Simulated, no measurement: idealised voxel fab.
Presented below is a process module, voxel capacitor over wiring.
Section shown: cut. Width: 170 nm. Cell size: 5 nm, square.
Each cross-section below is a grid of square cells, stated as bands in top-down order, with one or more rows of cells making up each band.
Heights first: top, then bottom, in nm. Then materials, left to right, each with a width in nm. "edge to edge" on a single material: fills the band edge to edge. "air": empty space.
It should be noted that heights are counted from 0, beneath which the wafer as supplied is of one material throughout, and that the lowest band possesses no lower boundary but continues downward, as written in "from 0 down".
The two numbers in a width such as "30 to 40" mark its ends across the band: the first belongs to the top row of cells, the second to the bottom row, and from each row to the next the width moves by the same amount.
The cross-section has no changed cell in any step marked "changes: none".
"Completely sealed voids" specifies each empty space that is not open to the top and that occupies no fewer than 8 cells, using the form width x height at distance, the distance measured from the left edge and all three quantities in nm.
Note: text after step settings on the step line = simulator remark on that step.
overlay nm, on a step with a mask: how far to the right of its planned place the mask lay; to the left if negative
**Steps planned for the process**
1. RECEIVE (material Si)
2. CONFORMAL_DEP (material SiO2; thk nm 10)
3. CONFORMAL_DEP (material SiN; thk nm 5)
4. DIRECTIONAL_DEP (material lowk; thk nm 20)
5. PATTERN (tone open; mask id METAL_1; material resist; width nm 25; pitch nm 90; thk nm 20; overlay nm 0)
6. DIRECTIONAL_ETCH (etch materials lowk; depth nm 20)
7. DIRECTIONAL_ETCH (etch materials SiN; depth nm 5)
8. STRIP (etch materials resist)
9. CONFORMAL_DEP (material TiN; thk nm 5)
10. FILL_DEP (material Ru; thk nm 5)
11. CMP (height nm 35)
12. CONFORMAL_DEP (material SiCN; thk nm 5)
13. DIRECTIONAL_DEP (material lowk; thk nm 20)
14. MASKED_ETCH (tone open; mask id PLUG_1; width nm 15; etch materials lowk; depth nm 20; overlay nm 0)
15. MASKED_ETCH (tone open; mask id PLUG_1; width nm 15; etch materials SiCN; depth nm 5; overlay nm 0)
16. CONFORMAL_DEP (material TiN; thk nm 5)
17. FILL_DEP (material Ru; thk nm 5)
18. CMP (height nm 60)
19. DIRECTIONAL_DEP (material TiN; thk nm 5)
20. DIRECTIONAL_DEP (material SiN; thk nm 5)
21. DIRECTIONAL_DEP (material TiN; thk nm 10)
22. MASKED_ETCH (tone cover; mask id UPPER_PLATE; width nm 70; etch materials TiN; depth nm 10; overlay nm 0)
23. MASKED_ETCH (tone cover; mask id UPPER_PLATE; width nm 70; etch materials SiN; depth nm 5; overlay nm 0)
24. MASKED_ETCH (tone cover; mask id LOWER_PLATE; width nm 80; etch materials TiN; depth nm 5; overlay nm 0)
25. FILL_DEP (material SiO2; thk nm 20)
26. CMP (height nm 95)
27. PATTERN (tone open; mask id PLUG_2; material resist; width nm 15; thk nm 15; overlay nm 0)
28. DIRECTIONAL_ETCH (etch materials SiO2; depth nm 15)
29. STRIP (etch materials resist)
30. CONFORMAL_DEP (material TiN; thk nm 5)
31. FILL_DEP (material Ru; thk nm 5)
32. CMP (height nm 95)
33. CONFORMAL_DEP (material SiCN; thk nm 5)
**Wafer as received: cross-section following step 1**
- from 0 down | Si edge to edge
- Completely sealed voids: none
**The module was run from the start shown above using the plan shown above, but one mistake was made doing it; the resulting wafer cross-section is below**
- from 100 to 95 | SiCN edge to edge
- from 95 to 90 | 45 nm SiO2, 5 nm TiN, 5 nm Ru, 5 nm TiN, 110 nm SiO2
- from 90 to 85 | 45 nm SiO2, 15 nm TiN, 110 nm SiO2
- from 85 to 75 | 35 nm SiO2, 70 nm TiN, 65 nm SiO2
- from 75 to 70 | 35 nm SiO2, 70 nm SiN, 65 nm SiO2
- from 70 to 65 | 30 nm SiO2, 80 nm TiN, 60 nm SiO2
- from 65 to 60 | 40 nm TiN, 5 nm Ru, 125 nm TiN
- from 60 to 40 | 35 nm lowk, 5 nm TiN, 5 nm Ru, 5 nm TiN, 120 nm lowk
- from 40 to 35 | 35 nm SiCN, 15 nm TiN, 120 nm SiCN
- from 35 to 15 | 25 nm lowk, 5 nm TiN, 15 nm Ru, 5 nm TiN, 65 nm lowk, 5 nm TiN, 15 nm Ru, 5 nm TiN, 30 nm lowk
- from 15 to 10 | 25 nm SiN, 25 nm TiN, 65 nm SiN, 25 nm TiN, 30 nm SiN
- from 10 to 0 | SiO2 edge to edge
- from 0 down | Si edge to edge
- Completely sealed voids: none
So what did we get wrong on this run? step 18 was run on a setting that differed from the plan, and what really ran there is CMP (height nm 65)
